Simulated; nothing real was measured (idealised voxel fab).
Proc. module: voxel fin reveal
In the cross-section labelled cut, the width is 285 nm and each square cell is 5 nm.
Reading order for cross-sections: top band down to bottom band. Underlying form: a grid of square cells. Band size: one or more rows of cells.
Per band: top height and bottom height in nm, followed by the left-to-right materials and their widths in nm; "all across" marks a single material spanning edge to edge, "empty" marks empty space.
All heights in this document are referenced to 0, defined as the level beneath which the wafer, as received, consists entirely of one material. The lowest band is not bounded below; it extends indefinitely downward and is written in the form "from 0 down".
So if you see something like "30..40" for the width, read it as the top row of the band sitting at the first number and the bottom row at the second, with every row in between moving by the same amount as the last.
What does "no alterations made" mean for a step? It means no cell of the cross-section changed in that step.
Closed-off voids: empty space of 8 cells or more with no open way to the top, each as width x height at its distance from the left edge, in nm
Where a step's line continues beyond its settings, the continuation is a remark by the simulator itself on that step.
overlay nm: step with mask; distance mask lay right of planned place; negative value = left of planned place.

SET OUT BELOW ARE THE PLANNED STEPS OF THE PROCESS
1: RECEIVE | material Si
2: CONFORMAL_DEP | material SiN | thk nm 10
3: MASKED_ETCH | tone cover | mask id FINS | width nm 15 | pitch nm 35 | etch materials SiN | depth nm 10 | overlay nm 0
4: MASKED_ETCH | tone cover | mask id FINS | width nm 15 | pitch nm 35 | etch materials Si | depth nm 30 | overlay nm 0
5: OXIDIZE | depth nm 5
6: FILL_DEP | material SiO2 | thk nm 15
7: CMP | height nm 10
8: SELECTIVE_ETCH | etch materials SiO2 | depth nm 30
9: STRIP | etch materials SiN

FIRST WAFER, AS PLANNED

STEP 1 COMPLETE: CROSS-SECTION OF THE WAFER AS RECEIVED
> from 0 down = Si all across
> Closed-off voids: none

AFTER STEP 2
> from 10 to 0 = SiN all across
> Beneath the level 0, the cross-section is identical to its previous state.

AFTER STEP 3
> from 10 to 0 = 115 of empty; 15 of SiN; 20 of empty; 15 of SiN; 120 of empty
> Beneath the level 0, the cross-section is identical to its previous state.

AFTER STEP 4
> from 10 to 0 = 115 of empty; 15 of SiN; 20 of empty; 15 of SiN; 120 of empty
> from 0 to -30 = 115 of empty; 15 of Si; 20 of empty; 15 of Si; 120 of empty
> Beneath the level -30, the cross-section is identical to its previous state.

AFTER STEP 5
> from 10 to 0 = 115 of empty; 15 of SiN; 20 of empty; 15 of SiN; 120 of empty
> from 0 to -30 = 115 of empty; 5 of SiO2; 5 of Si; 5 of SiO2; 20 of empty; 5 of SiO2; 5 of Si; 5 of SiO2; 120 of empty
> from -30 to -35 = 120 of SiO2; 5 of Si; 30 of SiO2; 5 of Si; 125 of SiO2
> Beneath the level -35, the cross-section is identical to its previous state.

AFTER STEP 6
> from 25 to 10 = SiO2 all across
> from 10 to 0 = 115 of SiO2; 15 of SiN; 20 of SiO2; 15 of SiN; 120 of SiO2
> from 0 to -35 = 120 of SiO2; 5 of Si; 30 of SiO2; 5 of Si; 125 of SiO2
> Beneath the level -35, the cross-section is identical to its previous state.

AFTER STEP 7
> from 10 to 0 = 115 of SiO2; 15 of SiN; 20 of SiO2; 15 of SiN; 120 of SiO2
> Beneath the level 0, the cross-section is identical to its previous state.

AFTER STEP 8
> from 10 to 0 = 115 of empty; 15 of SiN; 20 of empty; 15 of SiN; 120 of empty
> from 0 to -20 = 120 of empty; 5 of Si; 30 of empty; 5 of Si; 125 of empty
> Beneath the level -20, the cross-section is identical to its previous state.

AFTER STEP 9
> from 0 to -20 = 120 of empty; 5 of Si; 30 of empty; 5 of Si; 125 of empty
> Beneath the level -20, the cross-section is identical to its previous state.

SECOND WAFER: LIKE START, LIKE PLAN, ONE MISTAKE. THROUGH STEP 3 IT MATCHES THE FIRST WAFER

CROSS-SECTION OF THE SECOND WAFER AT THE TIME STEP 4 OF THE PLAN SHOULD HAVE ENDED
> from 10 to 0 = 115 of empty; 15 of SiN; 20 of empty; 15 of SiN; 120 of empty
> from 0 to -20 = 115 of empty; 15 of Si; 20 of empty; 15 of Si; 120 of empty
> Beneath the level -20, the cross-section is identical to its previous state.

CROSS-SECTION OF THE SECOND WAFER AT THE TIME STEP 5 OF THE PLAN SHOULD HAVE ENDED
> from 10 to 0 = 115 of empty; 15 of SiN; 20 of empty; 15 of SiN; 120 of empty
> from 0 to -20 = 115 of empty; 5 of SiO2; 5 of Si; 5 of SiO2; 20 of empty; 5 of SiO2; 5 of Si; 5 of SiO2; 120 of empty
> from -20 to -25 = 120 of SiO2; 5 of Si; 30 of SiO2; 5 of Si; 125 of SiO2
> Beneath the level -25, the cross-section is identical to its previous state.

CROSS-SECTION OF THE SECOND WAFER AT THE TIME STEP 6 OF THE PLAN SHOULD HAVE ENDED
> from 25 to 10 = SiO2 all across
> from 10 to 0 = 115 of SiO2; 15 of SiN; 20 of SiO2; 15 of SiN; 120 of SiO2
> from 0 to -25 = 120 of SiO2; 5 of Si; 30 of SiO2; 5 of Si; 125 of SiO2
> Beneath the level -25, the cross-section is identical to its previous state.

CROSS-SECTION OF THE SECOND WAFER AT THE TIME STEP 7 OF THE PLAN SHOULD HAVE ENDED
> from 10 to 0 = 115 of SiO2; 15 of SiN; 20 of SiO2; 15 of SiN; 120 of SiO2
> Beneath the level 0, the cross-section is identical to its previous state.

CROSS-SECTION OF THE SECOND WAFER AT THE TIME STEP 8 OF THE PLAN SHOULD HAVE ENDED
> from 10 to 0 = 115 of empty; 15 of SiN; 20 of empty; 15 of SiN; 120 of empty
> from 0 to -20 = 120 of empty; 5 of Si; 30 of empty; 5 of Si; 125 of empty
> Beneath the level -20, the cross-section is identical to its previous state.

CROSS-SECTION OF THE SECOND WAFER AT THE TIME STEP 9 OF THE PLAN SHOULD HAVE ENDED
> from 0 to -20 = 120 of empty; 5 of Si; 30 of empty; 5 of Si; 125 of empty
> Beneath the level -20, the cross-section is identical to its previous state.
Plan not followed: step 4 ran differently from the plan; actual operation with settings: MASKED_ETCH | tone cover | mask id FINS | width nm 15 | pitch nm 35 | etch materials Si | depth nm 20 | overlay nm 0
Count the cells at the end and the second wafer has more or fewer of some materials than the first: Si +110; SiO2 -110
